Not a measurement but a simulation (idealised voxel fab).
process module | voxel self aligned vias
We display cut, a cross-section 250 nm in width whose square cells are each 5 nm.
For the purposes of this document, a cross-section shall be understood as a grid of square cells, specified as bands listed in top-to-bottom order, each band consisting of one or more rows of cells. The band entry comprises the height of the band's top followed by the height of its bottom, expressed in nm, and subsequently the band's materials from left to right, each stated together with its width in nm. Where a single material is marked with the word "throughout", that material fills the band from edge to edge. The word "air" represents empty space. A quick word on heights: they are counted from 0, and under that level the wafer as it came to us is one material throughout. The lowest band is different from the rest in having no bottom; it simply continues downward, written as in "0 and below". Think of "30..40" as a width that walks from the first number to the second as you go down the band, top row to bottom row, taking equal-sized steps from row to row. Basically "no modification" means that step didn't change any cell in the cross-section. "Enclosed void listing" - sealed voids, min. 8 cells, no opening to top; format: width x height at distance (distance from left edge; nm throughout). The remark found on a step's line after its settings is issued by the simulator itself and pertains to that step. Each step line may optionally specify "overlay nm", which for a step with a mask gives the rightward distance between the mask's planned place and where it lay, a negative value indicating the leftward direction.

# List of planned process steps
| 1 | op RECEIVE | material Si |
| 2 | op CONFORMAL_DEP | material SiO2 | thk nm 10 |
| 3 | op CONFORMAL_DEP | material SiCN | thk nm 5 |
| 4 | op DIRECTIONAL_DEP | material lowk | thk nm 30 |
| 5 | op DIRECTIONAL_DEP | material aC | thk nm 10 |
| 6 | op PATTERN | tone open | mask id LINES | material resist | width nm 20 | pitch nm 70 | thk nm 25 | overlay nm 0 |
| 7 | op DIRECTIONAL_ETCH | etch materials aC | depth nm 10 |
| 8 | op STRIP | etch materials resist |
| 9 | op DIRECTIONAL_ETCH | etch materials lowk | depth nm 30 |
| 10 | op STRIP | etch materials aC |
| 11 | op CONFORMAL_DEP | material TiN | thk nm 5 |
| 12 | op FILL_DEP | material Ru | thk nm 10 |
| 13 | op CMP | height nm 45 |
| 14 | op SELECTIVE_ETCH | etch materials W Ru TiN | depth nm 10 |
| 15 | op FILL_DEP | material SiN | thk nm 10 |
| 16 | op CMP | height nm 45 |
| 17 | op DIRECTIONAL_DEP | material lowk | thk nm 15 |
| 18 | op DIRECTIONAL_DEP | material aC | thk nm 10 |
| 19 | op PATTERN | tone open | mask id VIAS | material resist | width nm 40 | pitch nm 70 | thk nm 25 | overlay nm 0 |
| 20 | op DIRECTIONAL_ETCH | etch materials aC | depth nm 10 |
| 21 | op STRIP | etch materials resist |
| 22 | op DIRECTIONAL_ETCH | etch materials lowk | depth nm 15 |
| 23 | op DIRECTIONAL_ETCH | etch materials SiN | depth nm 10 |
| 24 | op STRIP | etch materials aC |
| 25 | op CONFORMAL_DEP | material TiN | thk nm 5 |
| 26 | op FILL_DEP | material Ru | thk nm 5 |
| 27 | op CMP | height nm 60 |
| 28 | op CONFORMAL_DEP | material SiCN | thk nm 5 |

# The following pertains to the first of two wafers, which was processed as planned

# Shown in cross-section is the wafer as received, that is, as it stands after step 1
  0 and below | Si throughout
  Enclosed void listing: none

# Cross-section of the wafer after step 2
  10 down to 0 | SiO2 throughout
  Heights below 0 show no change.

# Cross-section of the wafer after step 3
  15 down to 10 | SiCN throughout
  Heights below 10 show no change.

# Cross-section of the wafer after step 4
  45 down to 15 | lowk throughout
  Heights below 15 show no change.

# Cross-section of the wafer after step 5
  55 down to 45 | aC throughout
  Heights below 45 show no change.

# Cross-section of the wafer after step 6
  80 down to 55 | resist (80), air (20), resist (50), air (20), resist (80)
  Heights below 55 show no change.

# Cross-section of the wafer after step 7
  70 down to 55 | resist (80), air (20), resist (50), air (20), resist (80)
  55 down to 45 | aC (80), air (20), aC (50), air (20), aC (80)
  Heights below 45 show no change.

# Cross-section of the wafer after step 8
  55 down to 45 | aC (80), air (20), aC (50), air (20), aC (80)
  Heights below 45 show no change.

# Cross-section of the wafer after step 9
  55 down to 45 | aC (80), air (20), aC (50), air (20), aC (80)
  45 down to 15 | lowk (80), air (20), lowk (50), air (20), lowk (80)
  Heights below 15 show no change.

# Cross-section of the wafer after step 10
  45 down to 15 | lowk (80), air (20), lowk (50), air (20), lowk (80)
  Heights below 15 show no change.

# Cross-section of the wafer after step 11
  50 down to 45 | TiN (85), air (10), TiN (60), air (10), TiN (85)
  45 down to 20 | lowk (80), TiN (5), air (10), TiN (5), lowk (50), TiN (5), air (10), TiN (5), lowk (80)
  20 down to 15 | lowk (80), TiN (20), lowk (50), TiN (20), lowk (80)
  Heights below 15 show no change.

# Cross-section of the wafer after step 12
  60 down to 50 | Ru throughout
  50 down to 45 | TiN (85), Ru (10), TiN (60), Ru (10), TiN (85)
  45 down to 20 | lowk (80), TiN (5), Ru (10), TiN (5), lowk (50), TiN (5), Ru (10), TiN (5), lowk (80)
  Heights below 20 show no change.

# Cross-section of the wafer after step 13
  45 down to 20 | lowk (80), TiN (5), Ru (10), TiN (5), lowk (50), TiN (5), Ru (10), TiN (5), lowk (80)
  Heights below 20 show no change.

# Cross-section of the wafer after step 14
  45 down to 35 | lowk (80), air (20), lowk (50), air (20), lowk (80)
  Heights below 35 show no change.

# Cross-section of the wafer after step 15
  55 down to 45 | SiN throughout
  45 down to 35 | lowk (80), SiN (20), lowk (50), SiN (20), lowk (80)
  Heights below 35 show no change.

# Cross-section of the wafer after step 16
  45 down to 35 | lowk (80), SiN (20), lowk (50), SiN (20), lowk (80)
  Heights below 35 show no change.

# Cross-section of the wafer after step 17
  60 down to 45 | lowk throughout
  Heights below 45 show no change.

# Cross-section of the wafer after step 18
  70 down to 60 | aC throughout
  Heights below 60 show no change.

# Cross-section of the wafer after step 19
  95 down to 70 | resist (70), air (40), resist (30), air (40), resist (70)
  Heights below 70 show no change.

# Cross-section of the wafer after step 20
  85 down to 70 | resist (70), air (40), resist (30), air (40), resist (70)
  70 down to 60 | aC (70), air (40), aC (30), air (40), aC (70)
  Heights below 60 show no change.

# Cross-section of the wafer after step 21
  70 down to 60 | aC (70), air (40), aC (30), air (40), aC (70)
  Heights below 60 show no change.

# Cross-section of the wafer after step 22
  70 down to 60 | aC (70), air (40), aC (30), air (40), aC (70)
  60 down to 45 | lowk (70), air (40), lowk (30), air (40), lowk (70)
  Heights below 45 show no change.

# Cross-section of the wafer after step 23
  70 down to 60 | aC (70), air (40), aC (30), air (40), aC (70)
  60 down to 45 | lowk (70), air (40), lowk (30), air (40), lowk (70)
  45 down to 35 | lowk (80), air (20), lowk (50), air (20), lowk (80)
  Heights below 35 show no change.

# Cross-section of the wafer after step 24
  60 down to 45 | lowk (70), air (40), lowk (30), air (40), lowk (70)
  Heights below 45 show no change.

# Cross-section of the wafer after step 25
  65 down to 60 | TiN (75), air (30), TiN (40), air (30), TiN (75)
  60 down to 50 | lowk (70), TiN (5), air (30), TiN (5), lowk (30), TiN (5), air (30), TiN (5), lowk (70)
  50 down to 40 | lowk (70..80), TiN (15..5), air (10), TiN (15..5), lowk (30..50), TiN (15..5), air (10), TiN (15..5), lowk (70..80)
  40 down to 35 | lowk (80), TiN (20), lowk (50), TiN (20), lowk (80)
  Heights below 35 show no change.

# Cross-section of the wafer after step 26
  70 down to 65 | Ru throughout
  65 down to 60 | TiN (75), Ru (30), TiN (40), Ru (30), TiN (75)
  60 down to 50 | lowk (70), TiN (5), Ru (30), TiN (5), lowk (30), TiN (5), Ru (30), TiN (5), lowk (70)
  50 down to 40 | lowk (70..80), TiN (15..5), Ru (10), TiN (15..5), lowk (30..50), TiN (15..5), Ru (10), TiN (15..5), lowk (70..80)
  Heights below 40 show no change.

# Cross-section of the wafer after step 27
  60 down to 50 | lowk (70), TiN (5), Ru (30), TiN (5), lowk (30), TiN (5), Ru (30), TiN (5), lowk (70)
  Heights below 50 show no change.

# Cross-section of the wafer after step 28
  65 down to 60 | SiCN throughout
  Heights below 60 show no change.

# What follows concerns the second wafer, which started out like the first and was meant to follow the very same plan; one mistake crept in when it was run, but everything up to and including step 26 is the same as for the first wafer

# Cross-section of the second wafer corresponding to the planned conclusion of step 27
  50 down to 40 | lowk (70..80), TiN (15..5), Ru (10), TiN (15..5), lowk (30..50), TiN (15..5), Ru (10), TiN (15..5), lowk (70..80)
  Heights below 40 show no change.

# Cross-section of the second wafer corresponding to the planned conclusion of step 28
  55 down to 50 | SiCN throughout
  Heights below 50 show no change.
Where did the run depart from the plan? note that step 27 departed from the planned setting and was carried out as op CMP | height nm 50
At the finish, the second wafer shows more or fewer cells for some materials than the first does: Ru: 24 fewer, TiN: 8 fewer, lowk: 68 fewer
